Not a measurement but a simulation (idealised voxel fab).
process module | voxel self aligned vias
cross-section cut | 185 nm wide | cells 5 nm
A cross-section is a grid of square cells, given in bands from the top down. A band is one or more rows of cells.
Each band's line starts with the height of the band's top and of its bottom, in nm. Then come its materials from left to right, each with its width in nm. One material with "throughout" fills the band from edge to edge. "air" is empty space.
Height 0 is the level under which the wafer as received is all one material. The lowest band goes on downwards, as in "0 down".
A width such as "30 to 40" changes by the same amount from each row of cells to the next, from the band's top row to its bottom row.
"no change" after a step means that no cell of the cross-section changed.
closed voids: empty space of 8 cells or more with no open way to the top, each as width x height at its distance from the left edge, in nm
after a step's settings: what the simulator itself notes on the step
overlay nm, on a step with a mask: how far to the right of its planned place the mask lay; to the left if negative
plan
1 op RECEIVE | material Si
2 op CONFORMAL_DEP | material SiO2 | thk nm 10
3 op CONFORMAL_DEP | material SiCN | thk nm 5
4 op DIRECTIONAL_DEP | material SiO2 | thk nm 25
5 op MASKED_ETCH | tone open | mask id LINES | width nm 25 | pitch nm 70 | etch materials SiO2 | depth nm 25 | overlay nm 0
6 op CONFORMAL_DEP | material TiN | thk nm 5
7 op FILL_DEP | material Ru | thk nm 10
8 op CMP | height nm 40
9 op SELECTIVE_ETCH | etch materials W Ru TiN | depth nm 5
10 op FILL_DEP | material SiN | thk nm 10
11 op CMP | height nm 40
12 op DIRECTIONAL_DEP | material SiO2 | thk nm 20
13 op DIRECTIONAL_DEP | material aC | thk nm 10
14 op PATTERN | tone open | mask id VIAS | material resist | width nm 45 | thk nm 30 | overlay nm 0
15 op DIRECTIONAL_ETCH | etch materials aC | depth nm 10
16 op STRIP | etch materials resist
17 op DIRECTIONAL_ETCH | etch materials SiO2 | depth nm 20
18 op DIRECTIONAL_ETCH | etch materials SiN | depth nm 5
19 op STRIP | etch materials aC
20 op CONFORMAL_DEP | material TiN | thk nm 5
21 op FILL_DEP | material Ru | thk nm 10
22 op CMP | height nm 60
23 op CONFORMAL_DEP | material SiCN | thk nm 5
as received, after step 1
  0 down: Si throughout
  closed voids: none
first wafer at the end, as planned
  65 to 60: SiCN throughout
  60 to 45: SiO2 35 | TiN 5 | Ru 35 | TiN 5 | SiO2 105
  45 to 40: SiO2 35 | TiN 15 | Ru 15 | TiN 15 | SiO2 105
  40 to 35: SiO2 45 | TiN 25 | SiO2 45 | SiN 25 | SiO2 45
  35 to 20: SiO2 45 | TiN 5 | Ru 15 | TiN 5 | SiO2 45 | TiN 5 | Ru 15 | TiN 5 | SiO2 45
  20 to 15: SiO2 45 | TiN 25 | SiO2 45 | TiN 25 | SiO2 45
  15 to 10: SiCN throughout
  10 to 0: SiO2 throughout
  0 down: Si throughout
  closed voids: none
second wafer at the end: like start, like plan, one mistake
  65 to 60: SiCN throughout
  60 to 45: SiO2 30 | TiN 5 | Ru 45 | TiN 5 | SiO2 100
  45 to 40: SiO2 30 | TiN 20 | Ru 15 | TiN 20 | SiO2 100
  40 to 35: SiO2 45 | TiN 25 | SiO2 45 | SiN 25 | SiO2 45
  35 to 20: SiO2 45 | TiN 5 | Ru 15 | TiN 5 | SiO2 45 | TiN 5 | Ru 15 | TiN 5 | SiO2 45
  20 to 15: SiO2 45 | TiN 25 | SiO2 45 | TiN 25 | SiO2 45
  15 to 10: SiCN throughout
  10 to 0: SiO2 throughout
  0 down: Si throughout
  closed voids: none
what went wrong: step 14 ran as: op PATTERN | tone open | mask id VIAS | material resist | width nm 55 | thk nm 30 | overlay nm 0
at the end the second wafer has, in cells: 6 more of Ru | 8 fewer of SiO2 | 2 more of TiN
